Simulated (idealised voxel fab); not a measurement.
process module | voxel ribs on slabs
Square cells of 5 nm make up the cross-section cut, whose width is 200 nm.
This document writes a cross-section as a grid whose cells are square, and gives it as bands, listed from the top down; one or more rows of cells form a band. Each band's line starts with the height of the band's top and of its bottom, in nm. Then come its materials from left to right, each with its width in nm. One material with "full width" fills the band from edge to edge. "empty" is empty space. We count height from 0. Below that, the starting wafer is all one material. The lowest band never ends at the bottom but goes on down; see "0 -> down" for how that is written. The two numbers in a width such as "30 to 40" mark its ends across the band: the first belongs to the top row of cells, the second to the bottom row, and from each row to the next the width moves by the same amount. It should be understood that the words "no alteration", when stated for a given step, signify that the cross-section underwent no change in any of its cells during that step. Each empty space that has no open way to the top and spans at least 8 cells appears under "Completely sealed voids" as width x height at distance, the distance counted from the left edge, all in nm. Note: text after step settings on the step line = simulator remark on that step. A step line may carry the setting "overlay nm", which, for steps involving a mask, states the distance by which the mask lay to the right of its intended position; negative values denote displacement to the left.

This section lists the process steps that were planned
| 1 | RECEIVE | material Si |
| 2 | DIRECTIONAL_DEP | material SiO2 | thk nm 25 |
| 3 | DIRECTIONAL_DEP | material SiN | thk nm 25 |
| 4 | MASKED_ETCH | tone cover | mask id RIB | width nm 25 | etch materials SiN | depth nm 20 | overlay nm 0 |
| 5 | DIRECTIONAL_DEP | material aC | thk nm 15 |
| 6 | PATTERN | tone cover | mask id SLAB | material resist | width nm 55 | thk nm 30 | overlay nm -15 |
| 7 | DIRECTIONAL_ETCH | etch materials aC | depth nm 15 |
| 8 | STRIP | etch materials resist |
| 9 | DIRECTIONAL_ETCH | etch materials SiN | depth nm 5 |
| 10 | STRIP | etch materials aC |
| 11 | FILL_DEP | material SiO2 | thk nm 20 |
| 12 | CMP | height nm 60 |
| 13 | DIRECTIONAL_DEP | material W | thk nm 5 |
| 14 | MASKED_ETCH | tone cover | mask id HEATER | width nm 35 | etch materials W | depth nm 5 | overlay nm 0 |
| 15 | CONFORMAL_DEP | material SiN | thk nm 10 |
Quick note for whoever runs this: the wafers start identical, but the overlay nm at step 6 isn't the same across them. The plan just shows what the first wafer had.

Sectional view: first of several wafers, as received, after step 1
  0 -> down = Si full width
  Completely sealed voids: none

The following table contains a row per wafer, in which are reported, at the conclusion of the module, the cells of each material gained (+) or lost (-) since the wafer's receipt, with its closed voids given thereafter
overlay nm -15; +115 SiN; +449 SiO2; +7 W; Completely sealed voids: none
overlay nm -10; +115 SiN; +449 SiO2; +7 W; Completely sealed voids: none
overlay nm -5; +115 SiN; +449 SiO2; +7 W; Completely sealed voids: none
overlay nm 0; +115 SiN; +449 SiO2; +7 W; Completely sealed voids: none
overlay nm 5; +115 SiN; +449 SiO2; +7 W; Completely sealed voids: none
overlay nm 10; +115 SiN; +449 SiO2; +7 W; Completely sealed voids: none
overlay nm 15; +115 SiN; +449 SiO2; +7 W; Completely sealed voids: none
